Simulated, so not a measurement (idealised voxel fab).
The process module that follows is named voxel released beams.
The cross-section shown here is cut; it is 200 nm wide and divided into square cells measuring 5 nm on a side.
Format of a cross-section: grid, square cells. Given as bands. Order: top down. Band: one or more rows of cells. Heights first: top, then bottom, in nm. Then materials, left to right, each with a width in nm. "all across" on a single material: fills the band edge to edge. "empty": empty space. Zero point of the height axis is 0; under it, received wafer = one material. Lowest band: continues down indefinitely, "0 down". Width spec "30..40" -> top row of cells at first value, bottom row at second value, equal per-row change in between. Any step labelled "left unchanged" changed none of the cells in the cross-section. Empty spaces without an open route to the top, at least 8 cells in extent, make up the entry "Closed internal cavities"; each is given as width x height at distance, where the distance is measured from the left edge, and all are in nm. On each step's line, the part that comes after the settings is the simulator's own comment on the step. "overlay nm" answers the question of how far to the right of plan the mask lay on a step that has a mask, and when it is negative the answer is to the left.

### Steps planned for the process
| 1 | RECEIVE with material Si |
| 2 | CONFORMAL_DEP with material SiN, thk nm 5 |
| 3 | DIRECTIONAL_DEP with material SiO2, thk nm 20 |
| 4 | MASKED_ETCH with tone open, mask id ANCHOR, width nm 35, etch materials SiO2, depth nm 20, overlay nm 0 |
| 5 | CONFORMAL_DEP with material TiN, thk nm 15 |
| 6 | DIRECTIONAL_DEP with material aC, thk nm 15 |
| 7 | PATTERN with tone cover, mask id BEAM, material resist, width nm 90, thk nm 30, overlay nm -15 |
| 8 | DIRECTIONAL_ETCH with etch materials aC, depth nm 15 |
| 9 | STRIP with etch materials resist |
| 10 | DIRECTIONAL_ETCH with etch materials TiN, depth nm 15 |
| 11 | STRIP with etch materials aC |
| 12 | STRIP with etch materials SiO2 |
Same starting wafers, different overlay nm at step 7. Plan value belongs to the first wafer.

### Incoming state of the first of several wafers in cross-section: after step 1
0 down | Si all across
Closed internal cavities: none

### Table: wafers, a row each; end-of-module cell change per material since receipt, gain (+), loss (-); then closed voids
overlay nm -15; +40 SiN; +78 TiN; Closed internal cavities: none
overlay nm -10; +40 SiN; +78 TiN; Closed internal cavities: none
overlay nm -5; +40 SiN; +78 TiN; Closed internal cavities: none
overlay nm 0; +40 SiN; +78 TiN; Closed internal cavities: none
overlay nm 5; +40 SiN; +78 TiN; Closed internal cavities: none
overlay nm 10; +40 SiN; +78 TiN; Closed internal cavities: none
overlay nm 15; +40 SiN; +78 TiN; Closed internal cavities: none
